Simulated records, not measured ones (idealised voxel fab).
process module | voxel self aligned contacts
Shown is cross-section cut, with a width of 240 nm and square cells of size 5 nm.
Format of a cross-section: grid, square cells. Given as bands. Order: top down. Band: one or more rows of cells. Band: top and bottom heights (nm) first, top before bottom; then materials from left to right, widths in nm. "throughout" marks a sole material filling the band edge to edge. "blank" denotes empty space. We count height from 0. Below that, the starting wafer is all one material. The lowest band never ends at the bottom but goes on down; see "0 and below" for how that is written. The notation "30->40" denotes a width that varies across the rows of cells in the band, beginning at the first number in the top row, finishing at the second number in the bottom row, and changing by an identical amount from each row to the next. What does "remained unchanged" mean for a step? It means no cell of the cross-section changed in that step. Look at "Enclosed internal cavities" for the closed voids: empty spaces with no open path to the top, sized 8 cells or up. Each is width x height at distance, distance from the left edge, all nm. On each step's line, the part that comes after the settings is the simulator's own comment on the step. overlay nm: how far to the right of its planned place the mask lay on this masked step (negative: to the left).

PROCESS STEPS - PLAN
| 1 | RECEIVE: material Si |
| 2 | OXIDIZE: depth nm 5 |
| 3 | DIRECTIONAL_DEP: material polySi, thk nm 30 |
| 4 | DIRECTIONAL_DEP: material SiN, thk nm 20 |
| 5 | DIRECTIONAL_DEP: material aC, thk nm 10 |
| 6 | PATTERN: tone cover, mask id GATE, material resist, width nm 25, pitch nm 65, thk nm 30, overlay nm 0 |
| 7 | DIRECTIONAL_ETCH: etch materials aC, depth nm 10 |
| 8 | STRIP: etch materials resist |
| 9 | DIRECTIONAL_ETCH: etch materials SiN, depth nm 20 |
| 10 | DIRECTIONAL_ETCH: etch materials polySi, depth nm 30 |
| 11 | STRIP: etch materials aC |
| 12 | CONFORMAL_DEP: material SiN, thk nm 10 |
| 13 | DIRECTIONAL_ETCH: etch materials SiN, depth nm 10 |
| 14 | FILL_DEP: material SiO2, thk nm 15 |
| 15 | CMP: height nm 60 |
| 16 | DIRECTIONAL_DEP: material aC, thk nm 10 |
| 17 | PATTERN: tone open, mask id CONTACT, material resist, width nm 50, thk nm 25, overlay nm 0 |
| 18 | DIRECTIONAL_ETCH: etch materials aC, depth nm 10 |
| 19 | STRIP: etch materials resist |
| 20 | DIRECTIONAL_ETCH: etch materials SiO2, depth nm 65 |
| 21 | STRIP: etch materials aC |
| 22 | CONFORMAL_DEP: material TiN, thk nm 5 |
| 23 | FILL_DEP: material W, thk nm 5 |
| 24 | CMP: height nm 60 |
| 25 | CONFORMAL_DEP: material SiN, thk nm 5 |

WAFER AS RECEIVED: CROSS-SECTION FOLLOWING STEP 1
> 0 and below | Si throughout
> Enclosed internal cavities: none

MODULE COMPLETE - CROSS-SECTION OF THE FIRST OF TWO WAFERS, RUN ACCORDING TO PLAN
> 65 down to 60 | SiN throughout
> 60 down to 50 | SiO2 95 nm, then TiN 5->20 nm, then W 40->10 nm, then TiN 5->20 nm, then SiO2 95 nm
> 50 down to 30 | SiO2 65 nm, then SiN 45 nm, then TiN 5 nm, then W 10 nm, then TiN 5 nm, then SiN 45 nm, then SiO2 65 nm
> 30 down to 0 | SiO2 65 nm, then SiN 10 nm, then polySi 25 nm, then SiN 10 nm, then TiN 5 nm, then W 10 nm, then TiN 5 nm, then SiN 10 nm, then polySi 25 nm, then SiN 10 nm, then SiO2 65 nm
> 0 down to -5 | SiO2 110 nm, then TiN 20 nm, then SiO2 110 nm
> -5 and below | Si throughout
> Enclosed internal cavities: none

CROSS-SECTIONAL VIEW OF THE SECOND OF TWO WAFERS UPON COMPLETION OF THE MODULE. THIS WAFER SHARED ITS STARTING CONDITION AND PROCESS PLAN WITH THE FIRST; ONE ERROR WAS MADE DURING ITS EXECUTION
> 65 down to 60 | SiN throughout
> 60 down to 50 | SiO2 65 nm, then W 45 nm, then TiN 5 nm, then W 10 nm, then TiN 5 nm, then W 45 nm, then SiO2 65 nm
> 50 down to 30 | SiO2 65 nm, then W 10 nm, then SiN 25 nm, then W 10 nm, then TiN 5 nm, then W 10 nm, then TiN 5 nm, then W 10 nm, then SiN 25 nm, then W 10 nm, then SiO2 65 nm
> 30 down to 15 | SiO2 65 nm, then W 10 nm, then polySi 25 nm, then W 10 nm, then TiN 5 nm, then W 10 nm, then TiN 5 nm, then W 10 nm, then polySi 25 nm, then W 10 nm, then SiO2 65 nm
> 15 down to 10 | SiO2 65 nm, then W 10 nm, then polySi 25 nm, then W 10 nm, then TiN 20 nm, then W 10 nm, then polySi 25 nm, then W 10 nm, then SiO2 65 nm
> 10 down to 0 | W 75 nm, then polySi 25 nm, then W 40 nm, then polySi 25 nm, then W 75 nm
> 0 down to -5 | SiO2 throughout
> -5 and below | Si throughout
> Enclosed internal cavities: none
The mistake made against the process plan was this: step 12 was not run as planned; what actually ran was CONFORMAL_DEP: material W, thk nm 10
It is noted that, at the conclusion of processing, the second wafer exhibits a higher or lower cell count for certain materials relative to the first: SiN -80 | SiO2 -72 | TiN -12 | W +164
